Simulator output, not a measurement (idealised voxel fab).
The document below concerns the process module designated voxel transistor to metal.
The figure presents cross-section cut, which has a width of 185 nm and is divided into square cells with an edge length of 5 nm.
Reading order for cross-sections: top band down to bottom band. Underlying form: a grid of square cells. Band size: one or more rows of cells. It is stipulated that each band's entry specify, in nanometres, the height of the top of the band and then that of its bottom, followed by the materials of the band in left-to-right sequence, each together with its width in nanometres. A single material marked by the word "throughout" is understood to fill the band from edge to edge; the word "air" is understood to denote empty space. Basically, 0 is our baseline, since under it the wafer straight out of the box is all one material. The bottom band has no lower end and keeps on going down, so it looks like "from 0 down". Per-row width for "30->40": begins at first number (top row of band), ends at second number (bottom row), increment between rows held constant. Take "changes: none" at face value: in the step it is given for, the cross-section changed in none of its cells. Enclosed voids (no open way to top), threshold 8 cells or more, entry "Closed void catalog", notation width x height at distance, distance from left edge, nm. That trailing text on a step's line, after the settings, is the simulator's own remark on the step. The setting "overlay nm" may be written on the line of a step. When the step uses a mask, the value reports how far to the right of the planned place the mask lay, and a negative value reports that it lay to the left.

INTENDED PROCESS STEPS
1: RECEIVE,material Si
2: CONFORMAL_DEP,material SiO2,thk nm 5
3: CONFORMAL_DEP,material SiN,thk nm 15
4: DIRECTIONAL_DEP,material aC,thk nm 10
5: PATTERN,tone cover,mask id ACTIVE,material resist,width nm 105,thk nm 25,overlay nm 0
6: DIRECTIONAL_ETCH,etch materials aC,depth nm 10
7: STRIP,etch materials resist
8: DIRECTIONAL_ETCH,etch materials SiN,depth nm 15
9: DIRECTIONAL_ETCH,etch materials SiO2,depth nm 5
10: DIRECTIONAL_ETCH,etch materials Si,depth nm 35
11: STRIP,etch materials aC
12: OXIDIZE,depth nm 5
13: FILL_DEP,material SiO2,thk nm 5
14: CMP,height nm 20
15: SELECTIVE_ETCH,etch materials SiO2,depth nm 10
16: STRIP,etch materials SiN
17: SELECTIVE_ETCH,etch materials SiO2,depth nm 5
18: OXIDIZE,depth nm 5
19: DIRECTIONAL_DEP,material polySi,thk nm 25
20: DIRECTIONAL_DEP,material SiCN,thk nm 10
21: DIRECTIONAL_DEP,material aC,thk nm 15
22: PATTERN,tone cover,mask id GATE,material resist,width nm 35,thk nm 35,overlay nm 0
23: DIRECTIONAL_ETCH,etch materials aC,depth nm 15
24: STRIP,etch materials resist
25: DIRECTIONAL_ETCH,etch materials SiCN,depth nm 20
26: DIRECTIONAL_ETCH,etch materials polySi,depth nm 35
27: STRIP,etch materials aC
28: CONFORMAL_DEP,material SiN,thk nm 10
29: DIRECTIONAL_ETCH,etch materials SiN,depth nm 10
30: DIRECTIONAL_ETCH,etch materials SiO2,depth nm 5
31: DIRECTIONAL_ETCH,etch materials Si,depth nm 5
32: EPI,material SiGe,thk nm 10
33: FILL_DEP,material SiO2,thk nm 5
34: CMP,height nm 25
35: STRIP,etch materials polySi
36: SELECTIVE_ETCH,etch materials SiO2,depth nm 5
37: CONFORMAL_DEP,material HfO2,thk nm 5
38: CONFORMAL_DEP,material TiN,thk nm 5
39: FILL_DEP,material W,thk nm 5
40: CMP,height nm 20
41: DIRECTIONAL_DEP,material SiO2,thk nm 10
42: DIRECTIONAL_DEP,material aC,thk nm 15
43: PATTERN,tone open,mask id CONTACT,material resist,width nm 15,pitch nm 80,thk nm 30,overlay nm 0
44: DIRECTIONAL_ETCH,etch materials aC,depth nm 15
45: STRIP,etch materials resist
46: DIRECTIONAL_ETCH,etch materials SiO2,depth nm 30
47: STRIP,etch materials aC
48: CONFORMAL_DEP,material TiN,thk nm 5
49: FILL_DEP,material Ru,thk nm 5
50: CMP,height nm 30
51: DIRECTIONAL_DEP,material TiN,thk nm 5
52: DIRECTIONAL_DEP,material W,thk nm 20
53: PATTERN,tone cover,mask id METAL_1,material resist,width nm 15,pitch nm 80,thk nm 15,overlay nm 0
54: DIRECTIONAL_ETCH,etch materials W,depth nm 20
55: DIRECTIONAL_ETCH,etch materials TiN,depth nm 5
56: STRIP,etch materials resist
57: FILL_DEP,material SiO2,thk nm 10
58: CMP,height nm 55
59: CONFORMAL_DEP,material SiCN,thk nm 5
60: DIRECTIONAL_DEP,material lowk,thk nm 30
61: MASKED_ETCH,tone open,mask id METAL_2,width nm 15,pitch nm 80,etch materials lowk,depth nm 20,overlay nm 0
62: MASKED_ETCH,tone open,mask id METAL_2_HOLES,width nm 15,pitch nm 80,etch materials lowk,depth nm 10,overlay nm 0
63: MASKED_ETCH,tone open,mask id METAL_2_HOLES,width nm 15,pitch nm 80,etch materials SiCN,depth nm 5,overlay nm 0
64: CONFORMAL_DEP,material TiN,thk nm 5
65: FILL_DEP,material Cu,thk nm 10
66: CMP,height nm 90
67: CONFORMAL_DEP,material SiN,thk nm 5

THE CROSS-SECTION HERE SHOWS THE WAFER AS RECEIVED, I.E. IN ITS STATE AFTER STEP 1
from 0 down | Si throughout
Closed void catalog: none

END-OF-MODULE CROSS-SECTION OF THE FIRST OF TWO WAFERS, PROCESSED AS PLANNED
from 95 to 90 | SiN throughout
from 90 to 60 | 45 nm lowk | 5 nm TiN | 5 nm Cu | 5 nm TiN | 65 nm lowk | 5 nm TiN | 5 nm Cu | 5 nm TiN | 45 nm lowk
from 60 to 55 | 45 nm SiCN | 15 nm TiN | 65 nm SiCN | 15 nm TiN | 45 nm SiCN
from 55 to 35 | 45 nm SiO2 | 15 nm W | 65 nm SiO2 | 15 nm W | 45 nm SiO2
from 35 to 30 | 45 nm SiO2 | 15 nm TiN | 65 nm SiO2 | 15 nm TiN | 45 nm SiO2
from 30 to 20 | 45 nm SiO2 | 5 nm TiN | 5 nm Ru | 5 nm TiN | 65 nm SiO2 | 5 nm TiN | 5 nm Ru | 5 nm TiN | 45 nm SiO2
from 20 to 10 | 45 nm SiO2 | 5 nm TiN | 5 nm Ru | 5 nm TiN | 5 nm SiO2 | 10 nm SiN | 5 nm HfO2 | 5 nm TiN | 15 nm W | 5 nm TiN | 5 nm HfO2 | 10 nm SiN | 5 nm SiO2 | 5 nm TiN | 5 nm Ru | 5 nm TiN | 45 nm SiO2
from 10 to 5 | 45 nm SiO2 | 15 nm TiN | 5 nm SiO2 | 10 nm SiN | 5 nm HfO2 | 5 nm TiN | 15 nm W | 5 nm TiN | 5 nm HfO2 | 10 nm SiN | 5 nm SiO2 | 15 nm TiN | 45 nm SiO2
from 5 to 0 | 35 nm SiO2 | 10 nm SiN | 10 nm TiN | 10 nm SiGe | 10 nm SiN | 5 nm HfO2 | 25 nm TiN | 5 nm HfO2 | 10 nm SiN | 10 nm SiGe | 10 nm TiN | 10 nm SiN | 35 nm SiO2
from 0 to -5 | 45 nm SiO2 | 20 nm SiGe | 5 nm SiO2 | 45 nm HfO2 | 5 nm SiO2 | 20 nm SiGe | 45 nm SiO2
from -5 to -10 | 45 nm SiO2 | 20 nm SiGe | 55 nm Si | 20 nm SiGe | 45 nm SiO2
from -10 to -40 | 45 nm SiO2 | 95 nm Si | 45 nm SiO2
from -40 down | Si throughout
Closed void catalog: none

CROSS-SECTION AT END OF MODULE FOR THE SECOND WAFER OF TWO, WHICH MATCHED THE FIRST IN STARTING POINT AND PLAN AND DIFFERED BY ONE MISTAKE IN ITS PROCESSING
from 95 to 90 | SiN throughout
from 90 to 60 | 45 nm lowk | 5 nm TiN | 5 nm Cu | 5 nm TiN | 65 nm lowk | 5 nm TiN | 5 nm Cu | 5 nm TiN | 45 nm lowk
from 60 to 55 | 45 nm SiCN | 15 nm TiN | 65 nm SiCN | 15 nm TiN | 45 nm SiCN
from 55 to 35 | 45 nm SiO2 | 15 nm W | 65 nm SiO2 | 15 nm W | 45 nm SiO2
from 35 to 30 | 45 nm SiO2 | 15 nm TiN | 65 nm SiO2 | 15 nm TiN | 45 nm SiO2
from 30 to 20 | 45 nm SiO2 | 5 nm TiN | 5 nm Ru | 5 nm TiN | 65 nm SiO2 | 5 nm TiN | 5 nm Ru | 5 nm TiN | 45 nm SiO2
from 20 to 10 | 45 nm SiO2 | 5 nm TiN | 5 nm Ru | 5 nm TiN | 5 nm SiO2 | 10 nm SiN | 5 nm HfO2 | 5 nm TiN | 15 nm W | 5 nm TiN | 5 nm HfO2 | 10 nm SiN | 5 nm SiO2 | 5 nm TiN | 5 nm Ru | 5 nm TiN | 45 nm SiO2
from 10 to 5 | 45 nm SiO2 | 15 nm TiN | 5 nm SiO2 | 10 nm SiN | 5 nm HfO2 | 5 nm TiN | 15 nm W | 5 nm TiN | 5 nm HfO2 | 10 nm SiN | 5 nm SiO2 | 15 nm TiN | 45 nm SiO2
from 5 to 0 | 35 nm SiO2 | 10 nm SiN | 10 nm TiN | 10 nm SiGe | 10 nm SiN | 5 nm HfO2 | 25 nm TiN | 5 nm HfO2 | 10 nm SiN | 10 nm SiGe | 10 nm TiN | 10 nm SiN | 35 nm SiO2
from 0 to -5 | 35 nm SiO2 | 10 nm SiN | 20 nm SiGe | 5 nm SiO2 | 45 nm HfO2 | 5 nm SiO2 | 20 nm SiGe | 10 nm SiN | 35 nm SiO2
from -5 to -10 | 50 nm SiO2 | 15 nm SiGe | 55 nm Si | 15 nm SiGe | 50 nm SiO2
from -10 to -40 | 45 nm SiO2 | 95 nm Si | 45 nm SiO2
from -40 down | Si throughout
Closed void catalog: none
Error vs. plan: step 2 was dropped from the plan's execution and never run
Final comparison by cell count, materials where the second wafer has more or fewer than the first: -2 SiGe | +4 SiN | -2 SiO2
